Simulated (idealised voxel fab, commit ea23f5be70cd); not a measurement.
The process module that follows is named voxel wiring stack.
The cross-section shown here is cut; it is 170 nm wide and divided into square cells measuring 5 nm on a side.
Just so we're on the same page, the cross-sections are grids of square cells, and they're listed out in bands top to bottom, each band one or more rows deep. The band entry comprises the height of the band's top followed by the height of its bottom, expressed in nm, and subsequently the band's materials from left to right, each stated together with its width in nm. Where a single material is marked with the word "everywhere", that material fills the band from edge to edge. The word "empty" represents empty space. The reference from which all heights are counted is 0, the level beneath which the as-received wafer is entirely one material; the lowest band, having no lower bound, proceeds downward and is written after the example "from 0 down". Width "30 to 40": first value at the band's top row of cells, second value at its bottom row, equal change from row to row. Where the words "remained the same" appear for a step, the cross-section shows no cell changed by that step; every cell remained as before. "Fully sealed voids" lists enclosed empty spaces (at least 8 cells, no open path upward to the top), each as width x height at distance from the left edge, in nm. Heads up: the bit after the settings on a step's line is the simulator's remark on that step. If you see "overlay nm" on a step's line and that step has a mask, it's telling you how far right of where it was planned the mask ended up; a negative number means it went left instead.
The process steps that were planned are listed below
| 1 | RECEIVE,material Si |
| 2 | CONFORMAL_DEP,material SiO2,thk nm 15 |
| 3 | DIRECTIONAL_DEP,material TiN,thk nm 5 |
| 4 | DIRECTIONAL_DEP,material W,thk nm 15 |
| 5 | DIRECTIONAL_DEP,material aC,thk nm 15 |
| 6 | PATTERN,tone cover,mask id METAL_1,material resist,width nm 25,pitch nm 40,thk nm 35,overlay nm 0 |
| 7 | DIRECTIONAL_ETCH,etch materials aC,depth nm 15 |
| 8 | STRIP,etch materials resist |
| 9 | DIRECTIONAL_ETCH,etch materials W,depth nm 15 |
| 10 | DIRECTIONAL_ETCH,etch materials TiN,depth nm 5 |
| 11 | STRIP,etch materials aC |
| 12 | CONFORMAL_DEP,material SiN,thk nm 5 |
| 13 | FILL_DEP,material SiO2,thk nm 5 |
| 14 | CMP,height nm 35 |
| 15 | CONFORMAL_DEP,material SiCN,thk nm 5 |
| 16 | DIRECTIONAL_DEP,material SiO2,thk nm 25 |
| 17 | DIRECTIONAL_DEP,material aC,thk nm 15 |
| 18 | PATTERN,tone open,mask id METAL_2,material resist,width nm 25,pitch nm 40,thk nm 30,overlay nm 0 |
| 19 | DIRECTIONAL_ETCH,etch materials aC,depth nm 15 |
| 20 | STRIP,etch materials resist |
| 21 | DIRECTIONAL_ETCH,etch materials SiO2,depth nm 15 |
| 22 | STRIP,etch materials aC |
| 23 | DIRECTIONAL_DEP,material aC,thk nm 10 |
| 24 | PATTERN,tone open,mask id METAL_2_HOLES,material resist,width nm 15,pitch nm 80,thk nm 30,overlay nm 0 |
| 25 | DIRECTIONAL_ETCH,etch materials aC,depth nm 10 |
| 26 | STRIP,etch materials resist |
| 27 | DIRECTIONAL_ETCH,etch materials SiO2,depth nm 10 |
| 28 | DIRECTIONAL_ETCH,etch materials SiCN,depth nm 5 |
| 29 | STRIP,etch materials aC |
| 30 | CONFORMAL_DEP,material TiN,thk nm 5 |
| 31 | FILL_DEP,material Cu,thk nm 5 |
| 32 | CMP,height nm 65 |
| 33 | CONFORMAL_DEP,material SiCN,thk nm 5 |
| 34 | DIRECTIONAL_DEP,material lowk,thk nm 25 |
| 35 | MASKED_ETCH,tone open,mask id METAL_3,width nm 25,pitch nm 40,etch materials lowk,depth nm 15,overlay nm 0 |
| 36 | MASKED_ETCH,tone open,mask id METAL_3_HOLES,width nm 15,pitch nm 40,etch materials lowk,depth nm 10,overlay nm 0 |
| 37 | MASKED_ETCH,tone open,mask id METAL_3_HOLES,width nm 15,pitch nm 40,etch materials SiCN,depth nm 5,overlay nm 0 |
| 38 | CONFORMAL_DEP,material TiN,thk nm 5 |
| 39 | FILL_DEP,material Cu,thk nm 10 |
| 40 | CMP,height nm 95 |
| 41 | CONFORMAL_DEP,material SiN,thk nm 5 |
Wafer cross-section on receipt, i.e. after step 1
* from 0 down: Si everywhere
* Fully sealed voids: none
The cross-section shown corresponds to the wafer at the conclusion of the module. The initial structure and the process plan are those presented above; however, one mistake occurred in executing the plan
* from 100 to 95: SiN everywhere
* from 95 to 85: 30 of lowk, 5 of TiN, 15 of Cu, 5 of TiN, 15 of lowk, 5 of TiN, 15 of Cu, 5 of TiN, 15 of lowk, 5 of TiN, 15 of Cu, 5 of TiN, 35 of lowk
* from 85 to 75: 30 of lowk, 5 of TiN, 5 of Cu, 15 to 5 of TiN, 15 to 25 of lowk, 5 of TiN, 5 of Cu, 15 to 5 of TiN, 15 to 25 of lowk, 5 of TiN, 5 of Cu, 15 to 5 of TiN, 35 to 45 of lowk
* from 75 to 70: 30 of lowk, 15 of TiN, 25 of lowk, 15 of TiN, 25 of lowk, 15 of TiN, 45 of lowk
* from 70 to 65: SiO2 everywhere
* from 65 to 55: 30 of SiO2, 5 of TiN, 15 of Cu, 5 of TiN, 15 of SiO2, 5 of TiN, 15 of Cu, 5 of TiN, 15 of SiO2, 5 of TiN, 15 of Cu, 5 of TiN, 35 of SiO2
* from 55 to 50: 30 of SiO2, 5 of TiN, 5 of Cu, 15 of TiN, 15 of SiO2, 25 of TiN, 15 of SiO2, 5 of TiN, 5 of Cu, 15 of TiN, 35 of SiO2
* from 50 to 40: 30 of SiO2, 5 of TiN, 5 of Cu, 5 of TiN, 65 of SiO2, 5 of TiN, 5 of Cu, 5 of TiN, 45 of SiO2
* from 40 to 35: 30 of SiCN, 15 of TiN, 65 of SiCN, 15 of TiN, 45 of SiCN
* from 35 to 20: 25 of SiO2, 5 of SiN, 25 of W, 5 of SiN, 5 of SiO2, 5 of SiN, 25 of W, 5 of SiN, 5 of SiO2, 5 of SiN, 25 of W, 5 of SiN, 30 of SiO2
* from 20 to 15: 30 of SiN, 25 of TiN, 15 of SiN, 25 of TiN, 15 of SiN, 25 of TiN, 35 of SiN
* from 15 to 0: SiO2 everywhere
* from 0 down: Si everywhere
* Fully sealed voids: none
Heads up, the wafer didn't run the way we planned it: note that step 33 departed from the planned setting and was carried out as CONFORMAL_DEP,material SiO2,thk nm 5
